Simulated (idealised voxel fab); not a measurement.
process module | voxel local oxidation
cross-section cut | 255 nm wide | cells 5 nm
A cross-section is a grid of square cells, given in bands from the top down. A band is one or more rows of cells.
Each band's line starts with the height of the band's top and of its bottom, in nm. Then come its materials from left to right, each with its width in nm. One material with "throughout" fills the band from edge to edge. "air" is empty space.
Height 0 is the level under which the wafer as received is all one material. The lowest band goes on downwards, as in "0 down".
A width such as "30 to 40" changes by the same amount from each row of cells to the next, from the band's top row to its bottom row.
"no change" after a step means that no cell of the cross-section changed.
closed voids: empty space of 8 cells or more with no open way to the top, each as width x height at its distance from the left edge, in nm
after a step's settings: what the simulator itself notes on the step
overlay nm, on a step with a mask: how far to the right of its planned place the mask lay; to the left if negative
plan
1 op RECEIVE | material Si
2 op OXIDIZE | depth nm 5
3 op CONFORMAL_DEP | material SiN | thk nm 10
4 op PATTERN | tone cover | mask id ACTIVE | material resist | width nm 105 | thk nm 20 | overlay nm 0
5 op DIRECTIONAL_ETCH | etch materials SiN | depth nm 10
6 op STRIP | etch materials resist
7 op SELECTIVE_ETCH | etch materials SiO2 | depth nm 5
8 op OXIDIZE | depth nm 10
9 op STRIP | etch materials SiN
as received, after step 1
  0 down: Si throughout
  closed voids: none
first wafer at the end, as planned
  0 to -5: air 80 | SiO2 95 | air 80
  -5 to -15: SiO2 90 | Si 75 | SiO2 90
  -15 down: Si throughout
  closed voids: none
second wafer at the end: like start, like plan, one mistake
  0 to -5: air 80 | SiO2 95 | air 80
  -5 to -10: SiO2 throughout
  -10 down: Si throughout
  closed voids: none
what went wrong: step 2 ran as: op OXIDIZE | depth nm 10
at the end the second wafer has, in cells: 21 more of Si | 21 fewer of SiO2
